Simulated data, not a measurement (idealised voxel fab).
process module | voxel released beams
cross-section cut | 260 nm wide | cells 5 nm
A cross-section is a grid of square cells, given in bands from the top down. A band is one or more rows of cells.
Each band's line starts with the height of the band's top and of its bottom, in nm. Then come its materials from left to right, each with its width in nm. One material with "throughout" fills the band from edge to edge. "air" is empty space.
Height 0 is the level under which the wafer as received is all one material. The lowest band goes on downwards, as in "0 down".
A width such as "30 to 40" changes by the same amount from each row of cells to the next, from the band's top row to its bottom row.
"no change" after a step means that no cell of the cross-section changed.
closed voids: empty space of 8 cells or more with no open way to the top, each as width x height at its distance from the left edge, in nm
after a step's settings: what the simulator itself notes on the step
overlay nm, on a step with a mask: how far to the right of its planned place the mask lay; to the left if negative
plan
1 op RECEIVE | material Si
2 op CONFORMAL_DEP | material SiN | thk nm 10
3 op DIRECTIONAL_DEP | material SiO2 | thk nm 10
4 op MASKED_ETCH | tone open | mask id ANCHOR | width nm 40 | etch materials SiO2 | depth nm 10 | overlay nm 0
5 op CONFORMAL_DEP | material TiN | thk nm 15
6 op DIRECTIONAL_DEP | material aC | thk nm 15
7 op PATTERN | tone cover | mask id BEAM | material resist | width nm 110 | thk nm 30 | overlay nm 0
8 op DIRECTIONAL_ETCH | etch materials aC | depth nm 5
9 op STRIP | etch materials resist
10 op DIRECTIONAL_ETCH | etch materials TiN | depth nm 15
11 op STRIP | etch materials aC
12 op STRIP | etch materials SiO2
varied across the wafers: depth nm of step 8. The plan shows the first wafer's value. All wafers start alike
first wafer as received, after step 1
  0 down: Si throughout
  closed voids: none
first wafer at the end, after step 12
  35 to 25: TiN 90 | air 10 | TiN 160
  25 to 20: TiN throughout
  20 to 10: SiO2 75 | TiN 40 | SiO2 145
  10 to 0: SiN throughout
  0 down: Si throughout
  closed voids: none
last wafer at the end
  35 to 25: air 70 | TiN 20 | air 10 | TiN 80 | air 80
  25 to 20: air 70 | TiN 110 | air 80
  20 to 10: air 75 | TiN 40 | air 145
  10 to 0: SiN throughout
  0 down: Si throughout
  closed voids: none
each wafer at the end: cells of each material gained (+) or lost (-) since it was received, then its closed voids
depth nm 5 | +104 SiN | +88 SiO2 | +168 TiN | closed voids: none
depth nm 10 | +104 SiN | +88 SiO2 | +168 TiN | closed voids: none
depth nm 15 | +104 SiN | +78 TiN | closed voids: none
depth nm 20 | +104 SiN | +78 TiN | closed voids: none
depth nm 25 | +104 SiN | +78 TiN | closed voids: none
depth nm 30 | +104 SiN | +78 TiN | closed voids: none
